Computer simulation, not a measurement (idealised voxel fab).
Process module under the name voxel released beams
205 nm wide, 5 nm square cells: that's cross-section cut.
Cross-sections here: square-cell grids, written as top-down lists of bands, a band being one or more rows of cells.
Heads up on the band format: heights come first, top then bottom, in nm. After that it's the materials left to right, each with its width in nm. A single material flagged "full width" fills the whole band edge to edge, and "empty" means there's empty space there.
Convention: height 0 is the level below which the wafer, as received, is all one material. The lowest band does not terminate at the bottom but continues downward, represented as "0 down".
It should be noted that a width expressed as "30->40" varies in equal increments from row to row of cells within the band, taking the value of the first number at the top row and that of the second number at the bottom row.
Basically "remained unchanged" means that step didn't change any cell in the cross-section.
Closed empty spaces (no open way to the top) of 8 cells or more are what "Completely enclosed voids" lists, each as width x height at distance from the left edge, nm for all three.
It should be noted that, on the line of a given step, the content following the step's settings is a remark produced by the simulator itself with respect to that step.
overlay nm: how far to the right of its planned place the mask lay on this masked step (negative: to the left).

**These are the steps we planned for the process**
1. op RECEIVE | material Si
2. op CONFORMAL_DEP | material SiN | thk nm 10
3. op DIRECTIONAL_DEP | material SiO2 | thk nm 15
4. op DIRECTIONAL_DEP | material aC | thk nm 10
5. op PATTERN | tone open | mask id ANCHOR | material resist | width nm 35 | thk nm 25 | overlay nm 0
6. op DIRECTIONAL_ETCH | etch materials aC | depth nm 10
7. op STRIP | etch materials resist
8. op DIRECTIONAL_ETCH | etch materials SiO2 | depth nm 15
9. op STRIP | etch materials aC
10. op CONFORMAL_DEP | material TiN | thk nm 15
11. op MASKED_ETCH | tone cover | mask id BEAM | width nm 80 | etch materials TiN | depth nm 15 | overlay nm 0
12. op STRIP | etch materials SiO2

**Here's what the wafer looked like in cross-section when it arrived - that's after step 1**
	0 down: Si full width
	Completely enclosed voids: none

**Cross-section, end of module. Start: as above. Plan: as above. Execution: one mistake**
	40 to 25: SiN=80, then empty=5, then SiN=120
	25 to 10: SiO2=65, then SiN=35, then SiO2=105
	10 to 0: SiN full width
	0 down: Si full width
	Completely enclosed voids: none
Finding, execution versus plan: rather than as planned, step 10 actually ran as op CONFORMAL_DEP | material SiN | thk nm 15
